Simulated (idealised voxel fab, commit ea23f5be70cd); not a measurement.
Process module name: voxel ribs on slabs
Section shown: cut. Width: 195 nm. Cell size: 5 nm, square.
Heads up, the way a cross-section reads in here is a grid of square cells, handed over as bands from the top down, with every band being one or more rows of cells. In this notation a band is specified by the heights of its top and bottom, in that order and in nm, after which its materials appear from left to right, each paired with its width in nm. The word "throughout" attached to a single material means that material fills the band from edge to edge; the word "blank" stands for empty space. Zero point of the height axis is 0; under it, received wafer = one material. Lowest band: continues down indefinitely, "0 and below". Top row gets the first number, bottom row gets the second, and each row in between changes by the same step: that is how a band width like "30 to 40" works. Any step labelled "everything unchanged" changed none of the cells in the cross-section. "Voids lacking openings": empty spaces of 8 cells or more with no open way to the top, each given as width x height at distance, distance from the left edge, all in nm. Where a step's line continues beyond its settings, the continuation is a remark by the simulator itself on that step. overlay nm: right-of-plan distance of the mask on a masked step; negative values mean left-of-plan.
Here's what the planned process steps look like
1. RECEIVE,material Si
2. DIRECTIONAL_DEP,material SiO2,thk nm 30
3. DIRECTIONAL_DEP,material SiN,thk nm 25
4. PATTERN,tone cover,mask id RIB,material resist,width nm 30,thk nm 15,overlay nm 0
5. DIRECTIONAL_ETCH,etch materials SiN,depth nm 15
6. STRIP,etch materials resist
7. DIRECTIONAL_DEP,material aC,thk nm 10
8. PATTERN,tone cover,mask id SLAB,material resist,width nm 70,thk nm 25,overlay nm 0
9. DIRECTIONAL_ETCH,etch materials aC,depth nm 10
10. STRIP,etch materials resist
11. DIRECTIONAL_ETCH,etch materials SiN,depth nm 10
12. STRIP,etch materials aC
13. FILL_DEP,material SiO2,thk nm 25
14. CMP,height nm 70
15. DIRECTIONAL_DEP,material W,thk nm 10
16. DIRECTIONAL_DEP,material aC,thk nm 15
17. PATTERN,tone cover,mask id HEATER,material resist,width nm 40,thk nm 35,overlay nm 0
18. DIRECTIONAL_ETCH,etch materials aC,depth nm 15
19. STRIP,etch materials resist
20. DIRECTIONAL_ETCH,etch materials W,depth nm 10
21. STRIP,etch materials aC
22. CONFORMAL_DEP,material SiO2,thk nm 10
First wafer, two in total, run as planned
As received (post step 1): cross-section
> 0 and below | Si throughout
> Voids lacking openings: none
Step 2 complete: cross-section through the wafer
> 30 down to 0 | SiO2 throughout
> Unchanged below 0.
Step 3 complete: cross-section through the wafer
> 55 down to 30 | SiN throughout
> Unchanged below 30.
Step 4 complete: cross-section through the wafer
> 70 down to 55 | 80 of blank, then 30 of resist, then 85 of blank
> Unchanged below 55.
Step 5 complete: cross-section through the wafer
> 70 down to 55 | 80 of blank, then 30 of resist, then 85 of blank
> 55 down to 40 | 80 of blank, then 30 of SiN, then 85 of blank
> Unchanged below 40.
Step 6 complete: cross-section through the wafer
> 55 down to 40 | 80 of blank, then 30 of SiN, then 85 of blank
> Unchanged below 40.
Step 7 complete: cross-section through the wafer
> 65 down to 55 | 80 of blank, then 30 of aC, then 85 of blank
> 55 down to 50 | 80 of blank, then 30 of SiN, then 85 of blank
> 50 down to 40 | 80 of aC, then 30 of SiN, then 85 of aC
> Unchanged below 40.
Step 8 complete: cross-section through the wafer
> 90 down to 65 | 60 of blank, then 70 of resist, then 65 of blank
> 65 down to 55 | 60 of blank, then 20 of resist, then 30 of aC, then 20 of resist, then 65 of blank
> 55 down to 50 | 60 of blank, then 20 of resist, then 30 of SiN, then 20 of resist, then 65 of blank
> Unchanged below 50.
Step 9 complete: cross-section through the wafer
> 80 down to 65 | 60 of blank, then 70 of resist, then 65 of blank
> 65 down to 55 | 60 of blank, then 20 of resist, then 30 of aC, then 20 of resist, then 65 of blank
> 55 down to 50 | 60 of blank, then 20 of resist, then 30 of SiN, then 20 of resist, then 65 of blank
> 50 down to 40 | 60 of blank, then 20 of aC, then 30 of SiN, then 20 of aC, then 65 of blank
> Unchanged below 40.
Step 10 complete: cross-section through the wafer
> 65 down to 55 | 80 of blank, then 30 of aC, then 85 of blank
> 55 down to 50 | 80 of blank, then 30 of SiN, then 85 of blank
> Unchanged below 50.
Step 11 complete: cross-section through the wafer
> 65 down to 55 | 80 of blank, then 30 of aC, then 85 of blank
> 55 down to 50 | 80 of blank, then 30 of SiN, then 85 of blank
> 50 down to 40 | 60 of blank, then 20 of aC, then 30 of SiN, then 20 of aC, then 65 of blank
> 40 down to 30 | 60 of blank, then 70 of SiN, then 65 of blank
> Unchanged below 30.
Step 12 complete: cross-section through the wafer
> 55 down to 40 | 80 of blank, then 30 of SiN, then 85 of blank
> Unchanged below 40.
Step 13 complete: cross-section through the wafer
> 80 down to 55 | SiO2 throughout
> 55 down to 40 | 80 of SiO2, then 30 of SiN, then 85 of SiO2
> 40 down to 30 | 60 of SiO2, then 70 of SiN, then 65 of SiO2
> Unchanged below 30.
Step 14 complete: cross-section through the wafer
> 70 down to 55 | SiO2 throughout
> Unchanged below 55.
Step 15 complete: cross-section through the wafer
> 80 down to 70 | W throughout
> Unchanged below 70.
Step 16 complete: cross-section through the wafer
> 95 down to 80 | aC throughout
> Unchanged below 80.
Step 17 complete: cross-section through the wafer
> 130 down to 95 | 75 of blank, then 40 of resist, then 80 of blank
> Unchanged below 95.
Step 18 complete: cross-section through the wafer
> 115 down to 95 | 75 of blank, then 40 of resist, then 80 of blank
> 95 down to 80 | 75 of blank, then 40 of aC, then 80 of blank
> Unchanged below 80.
Step 19 complete: cross-section through the wafer
> 95 down to 80 | 75 of blank, then 40 of aC, then 80 of blank
> Unchanged below 80.
Step 20 complete: cross-section through the wafer
> 95 down to 80 | 75 of blank, then 40 of aC, then 80 of blank
> 80 down to 70 | 75 of blank, then 40 of W, then 80 of blank
> Unchanged below 70.
Step 21 complete: cross-section through the wafer
> 80 down to 70 | 75 of blank, then 40 of W, then 80 of blank
> Unchanged below 70.
Step 22 complete: cross-section through the wafer
> 90 down to 80 | 65 of blank, then 60 of SiO2, then 70 of blank
> 80 down to 70 | 75 of SiO2, then 40 of W, then 80 of SiO2
> Unchanged below 70.
Okay, second wafer. Nothing different at the start, nothing different in the plan, just one mistake somewhere in the running. As far as step 7, counting that step, it's the first wafer all over again
Here is the second wafer in cross-section at the point where step 8 of the plan should have been done
> 90 down to 65 | 60 of resist, then 70 of blank, then 65 of resist
> 65 down to 55 | 60 of resist, then 20 of blank, then 30 of aC, then 20 of blank, then 65 of resist
> 55 down to 50 | 60 of resist, then 20 of blank, then 30 of SiN, then 20 of blank, then 65 of resist
> Unchanged below 50.
Here is the second wafer in cross-section at the point where step 9 of the plan should have been done
> 80 down to 55 | 60 of resist, then 70 of blank, then 65 of resist
> 55 down to 50 | 60 of resist, then 20 of blank, then 30 of SiN, then 20 of blank, then 65 of resist
> 50 down to 40 | 60 of aC, then 20 of blank, then 30 of SiN, then 20 of blank, then 65 of aC
> Unchanged below 40.
Here is the second wafer in cross-section at the point where step 10 of the plan should have been done
> 55 down to 50 | 80 of blank, then 30 of SiN, then 85 of blank
> Unchanged below 50.
Here is the second wafer in cross-section at the point where step 11 of the plan should have been done
> 50 down to 45 | 60 of aC, then 70 of blank, then 65 of aC
> 45 down to 40 | 60 of aC, then 20 of blank, then 30 of SiN, then 20 of blank, then 65 of aC
> 40 down to 30 | 60 of SiN, then 20 of blank, then 30 of SiN, then 20 of blank, then 65 of SiN
> Unchanged below 30.
Here is the second wafer in cross-section at the point where step 12 of the plan should have been done
> 45 down to 40 | 80 of blank, then 30 of SiN, then 85 of blank
> Unchanged below 40.
Here is the second wafer in cross-section at the point where step 13 of the plan should have been done
> 70 down to 45 | SiO2 throughout
> 45 down to 40 | 80 of SiO2, then 30 of SiN, then 85 of SiO2
> 40 down to 30 | 60 of SiN, then 20 of SiO2, then 30 of SiN, then 20 of SiO2, then 65 of SiN
> Unchanged below 30.
Here is the second wafer in cross-section at the point where step 14 of the plan should have been done: everything unchanged
Here is the second wafer in cross-section at the point where step 15 of the plan should have been done
> 80 down to 70 | W throughout
> Unchanged below 70.
Here is the second wafer in cross-section at the point where step 16 of the plan should have been done
> 95 down to 80 | aC throughout
> Unchanged below 80.
Here is the second wafer in cross-section at the point where step 17 of the plan should have been done
> 130 down to 95 | 75 of blank, then 40 of resist, then 80 of blank
> Unchanged below 95.
Here is the second wafer in cross-section at the point where step 18 of the plan should have been done
> 115 down to 95 | 75 of blank, then 40 of resist, then 80 of blank
> 95 down to 80 | 75 of blank, then 40 of aC, then 80 of blank
> Unchanged below 80.
Here is the second wafer in cross-section at the point where step 19 of the plan should have been done
> 95 down to 80 | 75 of blank, then 40 of aC, then 80 of blank
> Unchanged below 80.
Here is the second wafer in cross-section at the point where step 20 of the plan should have been done
> 95 down to 80 | 75 of blank, then 40 of aC, then 80 of blank
> 80 down to 70 | 75 of blank, then 40 of W, then 80 of blank
> Unchanged below 70.
Here is the second wafer in cross-section at the point where step 21 of the plan should have been done
> 80 down to 70 | 75 of blank, then 40 of W, then 80 of blank
> Unchanged below 70.
Here is the second wafer in cross-section at the point where step 22 of the plan should have been done
> 90 down to 80 | 65 of blank, then 60 of SiO2, then 70 of blank
> 80 down to 70 | 75 of SiO2, then 40 of W, then 80 of SiO2
> Unchanged below 70.
Diagnosis: step 8 was run on a setting that differed from the plan, and what really ran there is PATTERN,tone open,mask id SLAB,material resist,width nm 70,thk nm 25,overlay nm 0
Wrapping up, a cell-based count of both wafers puts the second over or under the first for these materials: +22 SiN; -22 SiO2
